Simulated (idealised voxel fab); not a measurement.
The name of this process module is voxel released beams.
cross-section cut | 150 nm wide | cells 5 nm
Cross-sections here: square-cell grids, written as top-down lists of bands, a band being one or more rows of cells. Heads up on the band format: heights come first, top then bottom, in nm. After that it's the materials left to right, each with its width in nm. A single material flagged "edge to edge" fills the whole band edge to edge, and "empty" means there's empty space there. A quick word on heights: they are counted from 0, and under that level the wafer as it came to us is one material throughout. The lowest band is different from the rest in having no bottom; it simply continues downward, written as in "0 and below". It should be noted that a width expressed as "30..40" varies in equal increments from row to row of cells within the band, taking the value of the first number at the top row and that of the second number at the bottom row. "nothing different" after a step means that no cell of the cross-section changed. Closed-off voids of 8+ cells (no open route to the top) go in "Trapped voids", written width x height at distance from the left edge, in nm. Whatever follows a step's settings on its line is a remark the simulator itself makes about that step. overlay nm: right-of-plan distance of the mask on a masked step; negative values mean left-of-plan.
# Process steps (planned)
step 1: RECEIVE,material Si
step 2: CONFORMAL_DEP,material Al2O3,thk nm 10
step 3: DIRECTIONAL_DEP,material SiO2,thk nm 10
step 4: PATTERN,tone open,mask id ANCHOR,material resist,width nm 35,thk nm 15,overlay nm 0
step 5: DIRECTIONAL_ETCH,etch materials SiO2,depth nm 10
step 6: STRIP,etch materials resist
step 7: CONFORMAL_DEP,material polySi,thk nm 10
step 8: MASKED_ETCH,tone cover,mask id BEAM,width nm 80,etch materials polySi,depth nm 10,overlay nm 0
step 9: STRIP,etch materials SiO2
# Account of the first of two wafers, which was processed as intended
# Incoming wafer in cross-section (state: after step 1)
> 0 and below | Si edge to edge
> Trapped voids: none
# Once step 2 is through, the wafer looks like this in cross-section
> 10 down to 0 | Al2O3 edge to edge
> Nothing below the height 0 has changed.
# Once step 3 is through, the wafer looks like this in cross-section
> 20 down to 10 | SiO2 edge to edge
> Nothing below the height 10 has changed.
# Once step 4 is through, the wafer looks like this in cross-section
> 35 down to 20 | resist=35 | empty=35 | resist=80
> Nothing below the height 20 has changed.
# Once step 5 is through, the wafer looks like this in cross-section
> 35 down to 20 | resist=35 | empty=35 | resist=80
> 20 down to 10 | SiO2=35 | empty=35 | SiO2=80
> Nothing below the height 10 has changed.
# Once step 6 is through, the wafer looks like this in cross-section
> 20 down to 10 | SiO2=35 | empty=35 | SiO2=80
> Nothing below the height 10 has changed.
# Once step 7 is through, the wafer looks like this in cross-section
> 30 down to 20 | polySi=45 | empty=15 | polySi=90
> 20 down to 10 | SiO2=35 | polySi=35 | SiO2=80
> Nothing below the height 10 has changed.
# Once step 8 is through, the wafer looks like this in cross-section
> 30 down to 20 | empty=30 | polySi=15 | empty=15 | polySi=50 | empty=40
> Nothing below the height 20 has changed.
# Once step 9 is through, the wafer looks like this in cross-section
> 30 down to 20 | empty=30 | polySi=15 | empty=15 | polySi=50 | empty=40
> 20 down to 10 | empty=35 | polySi=35 | empty=80
> Nothing below the height 10 has changed.
# Companion wafer, the second of two: same beginning, same intended sequence, one mistake in carrying it out; through step 3 inclusive it tracks the first exactly
# Second wafer profile in section, at the moment step 4 of the plan was meant to be complete
> 35 down to 20 | resist=30 | empty=45 | resist=75
> Nothing below the height 20 has changed.
# Second wafer profile in section, at the moment step 5 of the plan was meant to be complete
> 35 down to 20 | resist=30 | empty=45 | resist=75
> 20 down to 10 | SiO2=30 | empty=45 | SiO2=75
> Nothing below the height 10 has changed.
# Second wafer profile in section, at the moment step 6 of the plan was meant to be complete
> 20 down to 10 | SiO2=30 | empty=45 | SiO2=75
> Nothing below the height 10 has changed.
# Second wafer profile in section, at the moment step 7 of the plan was meant to be complete
> 30 down to 20 | polySi=40 | empty=25 | polySi=85
> 20 down to 10 | SiO2=30 | polySi=45 | SiO2=75
> Nothing below the height 10 has changed.
# Second wafer profile in section, at the moment step 8 of the plan was meant to be complete
> 30 down to 20 | empty=30 | polySi=10 | empty=25 | polySi=45 | empty=40
> Nothing below the height 20 has changed.
# Second wafer profile in section, at the moment step 9 of the plan was meant to be complete
> 30 down to 20 | empty=30 | polySi=10 | empty=25 | polySi=45 | empty=40
> 20 down to 10 | empty=30 | polySi=45 | empty=75
> Nothing below the height 10 has changed.
What went wrong in running the wafer? step 4 was processed under conditions differing from the plan, specifically as PATTERN,tone open,mask id ANCHOR,material resist,width nm 45,thk nm 15,overlay nm 0
By the end, you'd get the same cell count for each material on either wafer, but the second wafer puts them somewhere else.
